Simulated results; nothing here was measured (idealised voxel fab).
process module | voxel fin reveal
cross-section cut | 190 nm wide | cells 5 nm
A cross-section is a grid of square cells, given in bands from the top down. A band is one or more rows of cells.
Each band's line starts with the height of the band's top and of its bottom, in nm. Then come its materials from left to right, each with its width in nm. One material with "throughout" fills the band from edge to edge. "air" is empty space.
Height 0 is the level under which the wafer as received is all one material. The lowest band goes on downwards, as in "0 down".
A width such as "30 to 40" changes by the same amount from each row of cells to the next, from the band's top row to its bottom row.
"no change" after a step means that no cell of the cross-section changed.
closed voids: empty space of 8 cells or more with no open way to the top, each as width x height at its distance from the left edge, in nm
after a step's settings: what the simulator itself notes on the step
overlay nm, on a step with a mask: how far to the right of its planned place the mask lay; to the left if negative
plan
1 op RECEIVE | material Si
2 op CONFORMAL_DEP | material SiN | thk nm 5
3 op MASKED_ETCH | tone cover | mask id FINS | width nm 15 | pitch nm 40 | etch materials SiN | depth nm 5 | overlay nm 0
4 op MASKED_ETCH | tone cover | mask id FINS | width nm 15 | pitch nm 40 | etch materials Si | depth nm 35 | overlay nm 0
5 op OXIDIZE | depth nm 5
6 op FILL_DEP | material SiO2 | thk nm 15
7 op CMP | height nm 5
8 op SELECTIVE_ETCH | etch materials SiO2 | depth nm 15
9 op STRIP | etch materials SiN
as received, after step 1
  0 down: Si throughout
  closed voids: none
first wafer at the end, as planned
  0 to -10: air 30 | Si 5 | air 35 | Si 5 | air 35 | Si 5 | air 35 | Si 5 | air 35
  -10 to -40: SiO2 30 | Si 5 | SiO2 35 | Si 5 | SiO2 35 | Si 5 | SiO2 35 | Si 5 | SiO2 35
  -40 down: Si throughout
  closed voids: none
second wafer at the end: like start, like plan, one mistake
  0 to -10: air 30 | Si 5 | air 35 | Si 5 | air 35 | Si 5 | air 35 | Si 5 | air 35
  -10 to -75: SiO2 30 | Si 5 | SiO2 35 | Si 5 | SiO2 35 | Si 5 | SiO2 35 | Si 5 | SiO2 35
  -75 down: Si throughout
  closed voids: none
what went wrong: step 4 was run twice
at the end the second wafer has, in cells: 238 fewer of Si | 238 more of SiO2
